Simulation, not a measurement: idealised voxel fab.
Title: Process Module voxel gate over fins
Square cell edge 5 nm, section width 280 nm, ID cut.
Cross-section layout: square cells on a grid; listed as bands, top to bottom; a band spans one or more cell rows.
Read a band's entry like this: the first values are the height of its top and the height of its bottom in nm, and what follows is the sequence of materials from left to right, each with its width in nm. Note that "air" is empty space, and that a single material marked "everywhere" reaches across the band from edge to edge.
Convention: height 0 is the level below which the wafer, as received, is all one material. The lowest band does not terminate at the bottom but continues downward, represented as "0 -> down".
A width such as "30 to 40" changes by the same amount from each row of cells to the next, from the band's top row to its bottom row.
Step marked "no alteration"? Then no cell in the cross-section changed in it.
The entry "Enclosed internal voids" lists the empty spaces that cover at least 8 cells and have no open path to the top. Each is written as width x height at distance, where the distance is measured from the left edge and all three values are in nm.
Anything after a step's settings on that line? It's the simulator's own note about the step.
overlay nm, on a step with a mask: how far to the right of its planned place the mask lay; to the left if negative

**Steps in the process plan**
1) op RECEIVE | material Si
2) op CONFORMAL_DEP | material SiN | thk nm 10
3) op MASKED_ETCH | tone cover | mask id FINS | width nm 15 | pitch nm 55 | etch materials SiN | depth nm 10 | overlay nm 0
4) op MASKED_ETCH | tone cover | mask id FINS | width nm 15 | pitch nm 55 | etch materials Si | depth nm 40 | overlay nm 0
5) op FILL_DEP | material SiO2 | thk nm 15
6) op CMP | height nm 10
7) op DIRECTIONAL_DEP | material aC | thk nm 10
8) op PATTERN | tone open | mask id RAIL | material resist | width nm 15 | thk nm 25 | overlay nm 0
9) op DIRECTIONAL_ETCH | etch materials aC | depth nm 10
10) op STRIP | etch materials resist
11) op DIRECTIONAL_ETCH | etch materials SiO2 | depth nm 45
12) op STRIP | etch materials aC
13) op CONFORMAL_DEP | material TiN | thk nm 5
14) op FILL_DEP | material Ru | thk nm 5
15) op CMP | height nm 10
16) op SELECTIVE_ETCH | etch materials W Ru TiN | depth nm 30
17) op FILL_DEP | material SiO2 | thk nm 5
18) op CMP | height nm 10
19) op SELECTIVE_ETCH | etch materials SiO2 | depth nm 25
20) op STRIP | etch materials SiN
21) op CONFORMAL_DEP | material HfO2 | thk nm 5
22) op CONFORMAL_DEP | material TiN | thk nm 5
23) op CONFORMAL_DEP | material TiAl | thk nm 5
24) op CONFORMAL_DEP | material TiN | thk nm 5
25) op FILL_DEP | material W | thk nm 15
26) op CMP | height nm 30
27) op CONFORMAL_DEP | material SiN | thk nm 10

**Cross-sectional view of the wafer in its as-received condition, corresponding to the state after step 1**
  0 -> down  Si everywhere
  Enclosed internal voids: none

**Looking at the first of two wafers in cross-section at end of module - ran to plan**
  40 -> 30  SiN everywhere
  30 -> 20  W everywhere
  20 -> 15  W (30) / TiN (220) / W (30)
  15 -> 10  W (30) / TiN (5) / TiAl (45) / TiN (10) / TiAl (45) / TiN (10) / TiAl (45) / TiN (10) / TiAl (45) / TiN (5) / W (30)
  10 -> 5  W (30) / TiN (5) / TiAl (5) / TiN (35) / TiAl (5) / TiN (10) / TiAl (5) / TiN (35) / TiAl (5) / TiN (10) / TiAl (5) / TiN (35) / TiAl (5) / TiN (10) / TiAl (5) / TiN (35) / TiAl (5) / TiN (5) / W (30)
  5 -> 0  TiN (35) / TiAl (5) / TiN (5) / HfO2 (25) / TiN (5) / TiAl (5) / TiN (10) / TiAl (5) / TiN (5) / HfO2 (25) / TiN (5) / TiAl (5) / TiN (10) / TiAl (5) / TiN (5) / HfO2 (25) / TiN (5) / TiAl (5) / TiN (10) / TiAl (5) / TiN (5) / HfO2 (25) / TiN (5) / TiAl (5) / TiN (35)
  0 -> -5  TiAl (40) / TiN (5) / HfO2 (5) / Si (15) / HfO2 (5) / TiN (5) / TiAl (20) / TiN (5) / HfO2 (5) / Si (15) / HfO2 (5) / TiN (5) / TiAl (20) / TiN (5) / HfO2 (5) / Si (15) / HfO2 (5) / TiN (5) / TiAl (20) / TiN (5) / HfO2 (5) / Si (15) / HfO2 (5) / TiN (5) / TiAl (40)
  -5 -> -10  TiN (45) / HfO2 (5) / Si (15) / HfO2 (5) / TiN (30) / HfO2 (5) / Si (15) / HfO2 (5) / TiN (30) / HfO2 (5) / Si (15) / HfO2 (5) / TiN (30) / HfO2 (5) / Si (15) / HfO2 (5) / TiN (45)
  -10 -> -15  HfO2 (50) / Si (15) / HfO2 (40) / Si (15) / HfO2 (40) / Si (15) / HfO2 (40) / Si (15) / HfO2 (50)
  -15 -> -20  SiO2 (50) / Si (15) / SiO2 (40) / Si (15) / SiO2 (40) / Si (15) / SiO2 (40) / Si (15) / SiO2 (50)
  -20 -> -30  SiO2 (50) / Si (15) / SiO2 (10) / TiN (5) / Ru (5) / TiN (5) / SiO2 (15) / Si (15) / SiO2 (40) / Si (15) / SiO2 (40) / Si (15) / SiO2 (50)
  -30 -> -35  SiO2 (50) / Si (15) / SiO2 (10) / TiN (15) / SiO2 (15) / Si (15) / SiO2 (40) / Si (15) / SiO2 (40) / Si (15) / SiO2 (50)
  -35 -> -40  SiO2 (50) / Si (15) / SiO2 (40) / Si (15) / SiO2 (40) / Si (15) / SiO2 (40) / Si (15) / SiO2 (50)
  -40 -> down  Si everywhere
  Enclosed internal voids: none

**Second wafer through the module, sectioned at the end: same beginning and same plan as the first wafer, with one mistake in carrying it out**
  40 -> 30  SiN everywhere
  30 -> 20  W everywhere
  20 -> 15  W (30) / TiN (220) / W (30)
  15 -> 10  W (30) / TiN (5) / TiAl (45) / TiN (10) / TiAl (45) / TiN (10) / TiAl (45) / TiN (10) / TiAl (45) / TiN (5) / W (30)
  10 -> 5  W (30) / TiN (5) / TiAl (5) / TiN (35) / TiAl (5) / TiN (10) / TiAl (5) / TiN (35) / TiAl (5) / TiN (10) / TiAl (5) / TiN (35) / TiAl (5) / TiN (10) / TiAl (5) / TiN (35) / TiAl (5) / TiN (5) / W (30)
  5 -> 0  TiN (35) / TiAl (5) / TiN (5) / HfO2 (25) / TiN (5) / TiAl (5) / TiN (10) / TiAl (5) / TiN (5) / HfO2 (25) / TiN (5) / TiAl (5) / TiN (10) / TiAl (5) / TiN (5) / HfO2 (25) / TiN (5) / TiAl (5) / TiN (10) / TiAl (5) / TiN (5) / HfO2 (25) / TiN (5) / TiAl (5) / TiN (35)
  0 -> -5  TiAl (40) / TiN (5) / HfO2 (5) / Si (15) / HfO2 (5) / TiN (5) / TiAl (20) / TiN (5) / HfO2 (5) / Si (15) / HfO2 (5) / TiN (5) / TiAl (20) / TiN (5) / HfO2 (5) / Si (15) / HfO2 (5) / TiN (5) / TiAl (20) / TiN (5) / HfO2 (5) / Si (15) / HfO2 (5) / TiN (5) / TiAl (40)
  -5 -> -10  TiN (45) / HfO2 (5) / Si (15) / HfO2 (5) / TiN (30) / HfO2 (5) / Si (15) / HfO2 (5) / TiN (30) / HfO2 (5) / Si (15) / HfO2 (5) / TiN (30) / HfO2 (5) / Si (15) / HfO2 (5) / TiN (45)
  -10 -> -15  HfO2 (50) / Si (15) / HfO2 (40) / Si (15) / HfO2 (40) / Si (15) / HfO2 (40) / Si (15) / HfO2 (50)
  -15 -> -20  SiO2 (50) / Si (15) / SiO2 (40) / Si (15) / SiO2 (40) / Si (15) / SiO2 (40) / Si (15) / SiO2 (50)
  -20 -> -30  SiO2 (50) / Si (15) / SiO2 (10) / TiN (5) / Ru (10) / TiN (5) / SiO2 (10) / Si (15) / SiO2 (40) / Si (15) / SiO2 (40) / Si (15) / SiO2 (50)
  -30 -> -35  SiO2 (50) / Si (15) / SiO2 (10) / TiN (20) / SiO2 (10) / Si (15) / SiO2 (40) / Si (15) / SiO2 (40) / Si (15) / SiO2 (50)
  -35 -> -40  SiO2 (50) / Si (15) / SiO2 (40) / Si (15) / SiO2 (40) / Si (15) / SiO2 (40) / Si (15) / SiO2 (50)
  -40 -> down  Si everywhere
  Enclosed internal voids: none
Here's what went sideways: in deviation from the planned setting, step 8 was conducted as op PATTERN | tone open | mask id RAIL | material resist | width nm 20 | thk nm 25 | overlay nm 0
End check, counted in cells, second wafer has more or fewer of these materials than the first: +2 Ru | -3 SiO2 | +1 TiN
